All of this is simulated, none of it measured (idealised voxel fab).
The process module that follows is named voxel trench capacitor.
The width of the displayed cross-section, cut, is 260 nm; its cells are square, with a size of 5 nm.
Format of a cross-section: grid, square cells. Given as bands. Order: top down. Band: one or more rows of cells. What a band's entry tells you: where the top is and where the bottom is, as heights in nm, and after that what lies inside, material by material from left to right, each with its width in nm. Empty space is written as the word "empty", and a single material marked with the word "edge to edge" occupies the band from edge to edge. Basically, 0 is our baseline, since under it the wafer straight out of the box is all one material. The bottom band has no lower end and keeps on going down, so it looks like "0 and below". Graded width ("30 to 40"): value in top row of band = first number; value in bottom row = second number; row-to-row change constant. "nothing changed" -> step changed no cross-section cell. In the "Internal closed voids" entry, you get each enclosed empty space of 8 cells or more, one with no open way to the top, written width x height at distance, distance from the left edge, in nm. Whatever follows a step's settings on its line is a remark the simulator itself makes about that step. The optional step-line setting "overlay nm" applies to steps with a mask and quantifies how far to the right of its planned location the mask lay, a negative value indicating leftward placement.
[Process steps - plan]
1) RECEIVE: material Si
2) CONFORMAL_DEP: material SiN, thk nm 5
3) DIRECTIONAL_DEP: material aC, thk nm 10
4) PATTERN: tone open, mask id TRENCH, material resist, width nm 20, pitch nm 40, thk nm 30, overlay nm 0
5) DIRECTIONAL_ETCH: etch materials aC, depth nm 10
6) STRIP: etch materials resist
7) DIRECTIONAL_ETCH: etch materials SiN, depth nm 5
8) DIRECTIONAL_ETCH: etch materials Si, depth nm 30
9) STRIP: etch materials aC
10) CONFORMAL_DEP: material Al2O3, thk nm 5
11) FILL_DEP: material polySi, thk nm 10
12) CMP: height nm 5
[As received (post step 1): cross-section]
- 0 and below: Si edge to edge
- Internal closed voids: none
[End-of-module cross-section. Starting structure and process plan as above; one mistake made in running it]
- 10 down to 5: Al2O3: 105 | polySi: 10 | Al2O3: 30 | polySi: 10 | Al2O3: 105
- 5 down to 0: SiN: 100 | Al2O3: 5 | polySi: 10 | Al2O3: 5 | SiN: 20 | Al2O3: 5 | polySi: 10 | Al2O3: 5 | SiN: 100
- 0 down to -25: Si: 100 | Al2O3: 5 | polySi: 10 | Al2O3: 5 | Si: 20 | Al2O3: 5 | polySi: 10 | Al2O3: 5 | Si: 100
- -25 down to -30: Si: 100 | Al2O3: 20 | Si: 20 | Al2O3: 20 | Si: 100
- -30 and below: Si edge to edge
- Internal closed voids: none
The plan and the run diverged here: not per plan at step 12, really ran CMP: height nm 10
